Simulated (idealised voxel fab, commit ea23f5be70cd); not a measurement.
process module | voxel self aligned vias
cross-section cut | 285 nm wide | cells 5 nm
A cross-section is a grid of square cells, given in bands from the top down. A band is one or more rows of cells.
Each band's line starts with the height of the band's top and of its bottom, in nm. Then come its materials from left to right, each with its width in nm. One material with "throughout" fills the band from edge to edge. "air" is empty space.
Height 0 is the level under which the wafer as received is all one material. The lowest band goes on downwards, as in "0 down".
A width such as "30 to 40" changes by the same amount from each row of cells to the next, from the band's top row to its bottom row.
"no change" after a step means that no cell of the cross-section changed.
closed voids: empty space of 8 cells or more with no open way to the top, each as width x height at its distance from the left edge, in nm
after a step's settings: what the simulator itself notes on the step
overlay nm, on a step with a mask: how far to the right of its planned place the mask lay; to the left if negative
plan
1 op RECEIVE | material Si
2 op CONFORMAL_DEP | material SiO2 | thk nm 15
3 op CONFORMAL_DEP | material SiCN | thk nm 5
4 op DIRECTIONAL_DEP | material SiO2 | thk nm 25
5 op DIRECTIONAL_DEP | material aC | thk nm 10
6 op PATTERN | tone open | mask id LINES | material resist | width nm 20 | pitch nm 55 | thk nm 30 | overlay nm 0
7 op DIRECTIONAL_ETCH | etch materials aC | depth nm 10
8 op STRIP | etch materials resist
9 op DIRECTIONAL_ETCH | etch materials SiO2 | depth nm 25
10 op STRIP | etch materials aC
11 op CONFORMAL_DEP | material TiN | thk nm 5
12 op FILL_DEP | material Ru | thk nm 5
13 op CMP | height nm 45
14 op SELECTIVE_ETCH | etch materials W Ru TiN | depth nm 10
15 op FILL_DEP | material SiN | thk nm 10
16 op CMP | height nm 45
17 op DIRECTIONAL_DEP | material SiO2 | thk nm 20
18 op PATTERN | tone open | mask id VIAS | material resist | width nm 30 | pitch nm 55 | thk nm 15 | overlay nm 0
19 op DIRECTIONAL_ETCH | etch materials SiO2 | depth nm 20
20 op DIRECTIONAL_ETCH | etch materials SiN | depth nm 10
21 op STRIP | etch materials resist
22 op CONFORMAL_DEP | material TiN | thk nm 5
23 op FILL_DEP | material W | thk nm 10
24 op CMP | height nm 65
25 op CONFORMAL_DEP | material SiN | thk nm 5
as received, after step 1
  0 down: Si throughout
  closed voids: none
a wafer at the end: this start, this plan, one mistake
  70 to 65: SiCN throughout
  65 to 50: SiO2 70 | TiN 5 | W 20 | TiN 5 | SiO2 25 | TiN 5 | W 20 | TiN 5 | SiO2 25 | TiN 5 | W 20 | TiN 5 | SiO2 75
  50 to 40: SiO2 70 to 75 | TiN 10 to 5 | W 10 | TiN 10 to 5 | SiO2 25 to 35 | TiN 10 to 5 | W 10 | TiN 10 to 5 | SiO2 25 to 35 | TiN 10 to 5 | W 10 | TiN 10 to 5 | SiO2 75 to 80
  40 to 35: SiO2 75 | TiN 20 | SiO2 35 | TiN 20 | SiO2 35 | TiN 20 | SiO2 80
  35 to 25: SiO2 75 | TiN 5 | Ru 10 | TiN 5 | SiO2 35 | TiN 5 | Ru 10 | TiN 5 | SiO2 35 | TiN 5 | Ru 10 | TiN 5 | SiO2 80
  25 to 20: SiO2 75 | TiN 20 | SiO2 35 | TiN 20 | SiO2 35 | TiN 20 | SiO2 80
  20 to 15: SiCN throughout
  15 to 0: SiO2 throughout
  0 down: Si throughout
  closed voids: none
what went wrong: step 25 ran as: op CONFORMAL_DEP | material SiCN | thk nm 5
